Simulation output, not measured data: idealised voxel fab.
voxel spacer lines: a process module
Section shown: cut. Width: 220 nm. Cell size: 5 nm, square.
A cross-section is written here as square cells arranged in a grid, and it is given in bands from the top down, each band taking up one or more rows of cells. Per band: top height and bottom height in nm, followed by the left-to-right materials and their widths in nm; "edge to edge" marks a single material spanning edge to edge, "empty" marks empty space. For the purposes of this specification, 0 denotes the height below which the wafer in its as-received condition is composed wholly of one material, and the lowermost band, lacking a lower limit, extends downward without end, as expressed in "0 down". Read "30 to 40" as a graded width: first number on top, second number at the bottom, same change between each pair of neighbouring rows. What does "no change occurred" mean for a step? It means no cell of the cross-section changed in that step. The entry titled "Enclosed empty spaces" provides the empty spaces that have no open way to the top, restricted to those of 8 cells or more. Each is presented as width x height at distance, the distance being measured from the left edge, with all three in nm. Heads up: the bit after the settings on a step's line is the simulator's remark on that step. overlay nm: mask right of planned place by this much (step with mask). Neg. = left.
Steps planned for the process
1: RECEIVE: material Si
2: CONFORMAL_DEP: material Al2O3, thk nm 10
3: DIRECTIONAL_DEP: material TiN, thk nm 10
4: DIRECTIONAL_DEP: material aC, thk nm 20
5: PATTERN: tone cover, mask id MANDREL, material resist, width nm 20, pitch nm 60, thk nm 30, overlay nm 0
6: DIRECTIONAL_ETCH: etch materials aC, depth nm 20
7: STRIP: etch materials resist
8: CONFORMAL_DEP: material SiN, thk nm 10
9: DIRECTIONAL_ETCH: etch materials SiN, depth nm 10
10: STRIP: etch materials aC
11: DIRECTIONAL_ETCH: etch materials TiN, depth nm 10
12: STRIP: etch materials SiN
First wafer of two (run as planned)
Wafer as received: cross-section following step 1
* 0 down = Si edge to edge
* Enclosed empty spaces: none
Wafer section view after processing step 2
* 10 to 0 = Al2O3 edge to edge
* Rest of section, below 0: as before.
Wafer section view after processing step 3
* 20 to 10 = TiN edge to edge
* Rest of section, below 10: as before.
Wafer section view after processing step 4
* 40 to 20 = aC edge to edge
* Rest of section, below 20: as before.
Wafer section view after processing step 5
* 70 to 40 = empty (40) | resist (20) | empty (40) | resist (20) | empty (40) | resist (20) | empty (40)
* Rest of section, below 40: as before.
Wafer section view after processing step 6
* 50 to 40 = empty (40) | resist (20) | empty (40) | resist (20) | empty (40) | resist (20) | empty (40)
* 40 to 20 = empty (40) | aC (20) | empty (40) | aC (20) | empty (40) | aC (20) | empty (40)
* Rest of section, below 20: as before.
Wafer section view after processing step 7
* 40 to 20 = empty (40) | aC (20) | empty (40) | aC (20) | empty (40) | aC (20) | empty (40)
* Rest of section, below 20: as before.
Wafer section view after processing step 8
* 50 to 40 = empty (30) | SiN (40) | empty (20) | SiN (40) | empty (20) | SiN (40) | empty (30)
* 40 to 30 = empty (30) | SiN (10) | aC (20) | SiN (10) | empty (20) | SiN (10) | aC (20) | SiN (10) | empty (20) | SiN (10) | aC (20) | SiN (10) | empty (30)
* 30 to 20 = SiN (40) | aC (20) | SiN (40) | aC (20) | SiN (40) | aC (20) | SiN (40)
* Rest of section, below 20: as before.
Wafer section view after processing step 9
* 40 to 20 = empty (30) | SiN (10) | aC (20) | SiN (10) | empty (20) | SiN (10) | aC (20) | SiN (10) | empty (20) | SiN (10) | aC (20) | SiN (10) | empty (30)
* Rest of section, below 20: as before.
Wafer section view after processing step 10
* 40 to 20 = empty (30) | SiN (10) | empty (20) | SiN (10) | empty (20) | SiN (10) | empty (20) | SiN (10) | empty (20) | SiN (10) | empty (20) | SiN (10) | empty (30)
* Rest of section, below 20: as before.
Wafer section view after processing step 11
* 40 to 20 = empty (30) | SiN (10) | empty (20) | SiN (10) | empty (20) | SiN (10) | empty (20) | SiN (10) | empty (20) | SiN (10) | empty (20) | SiN (10) | empty (30)
* 20 to 10 = empty (30) | TiN (10) | empty (20) | TiN (10) | empty (20) | TiN (10) | empty (20) | TiN (10) | empty (20) | TiN (10) | empty (20) | TiN (10) | empty (30)
* Rest of section, below 10: as before.
Wafer section view after processing step 12
* 20 to 10 = empty (30) | TiN (10) | empty (20) | TiN (10) | empty (20) | TiN (10) | empty (20) | TiN (10) | empty (20) | TiN (10) | empty (20) | TiN (10) | empty (30)
* Rest of section, below 10: as before.
For the second wafer, take the first wafer's start and plan, then add one mistake made in running it; everything through step 4, that step included, is shared with the first
Cross-section of the second wafer at the time step 5 of the plan should have ended
* 70 to 40 = empty (35) | resist (30) | empty (30) | resist (30) | empty (30) | resist (30) | empty (35)
* Rest of section, below 40: as before.
Cross-section of the second wafer at the time step 6 of the plan should have ended
* 50 to 40 = empty (35) | resist (30) | empty (30) | resist (30) | empty (30) | resist (30) | empty (35)
* 40 to 20 = empty (35) | aC (30) | empty (30) | aC (30) | empty (30) | aC (30) | empty (35)
* Rest of section, below 20: as before.
Cross-section of the second wafer at the time step 7 of the plan should have ended
* 40 to 20 = empty (35) | aC (30) | empty (30) | aC (30) | empty (30) | aC (30) | empty (35)
* Rest of section, below 20: as before.
Cross-section of the second wafer at the time step 8 of the plan should have ended
* 50 to 40 = empty (25) | SiN (50) | empty (10) | SiN (50) | empty (10) | SiN (50) | empty (25)
* 40 to 30 = empty (25) | SiN (10) | aC (30) | SiN (10) | empty (10) | SiN (10) | aC (30) | SiN (10) | empty (10) | SiN (10) | aC (30) | SiN (10) | empty (25)
* 30 to 20 = SiN (35) | aC (30) | SiN (30) | aC (30) | SiN (30) | aC (30) | SiN (35)
* Rest of section, below 20: as before.
Cross-section of the second wafer at the time step 9 of the plan should have ended
* 40 to 20 = empty (25) | SiN (10) | aC (30) | SiN (10) | empty (10) | SiN (10) | aC (30) | SiN (10) | empty (10) | SiN (10) | aC (30) | SiN (10) | empty (25)
* Rest of section, below 20: as before.
Cross-section of the second wafer at the time step 10 of the plan should have ended
* 40 to 20 = empty (25) | SiN (10) | empty (30) | SiN (10) | empty (10) | SiN (10) | empty (30) | SiN (10) | empty (10) | SiN (10) | empty (30) | SiN (10) | empty (25)
* Rest of section, below 20: as before.
Cross-section of the second wafer at the time step 11 of the plan should have ended
* 40 to 20 = empty (25) | SiN (10) | empty (30) | SiN (10) | empty (10) | SiN (10) | empty (30) | SiN (10) | empty (10) | SiN (10) | empty (30) | SiN (10) | empty (25)
* 20 to 10 = empty (25) | TiN (10) | empty (30) | TiN (10) | empty (10) | TiN (10) | empty (30) | TiN (10) | empty (10) | TiN (10) | empty (30) | TiN (10) | empty (25)
* Rest of section, below 10: as before.
Cross-section of the second wafer at the time step 12 of the plan should have ended
* 20 to 10 = empty (25) | TiN (10) | empty (30) | TiN (10) | empty (10) | TiN (10) | empty (30) | TiN (10) | empty (10) | TiN (10) | empty (30) | TiN (10) | empty (25)
* Rest of section, below 10: as before.
Finding, execution versus plan: step 5 was run on a setting that differed from the plan, and what really ran there is PATTERN: tone cover, mask id MANDREL, material resist, width nm 30, pitch nm 60, thk nm 30, overlay nm 0
End check, second vs first wafer: material counts in cells match, positions do not.
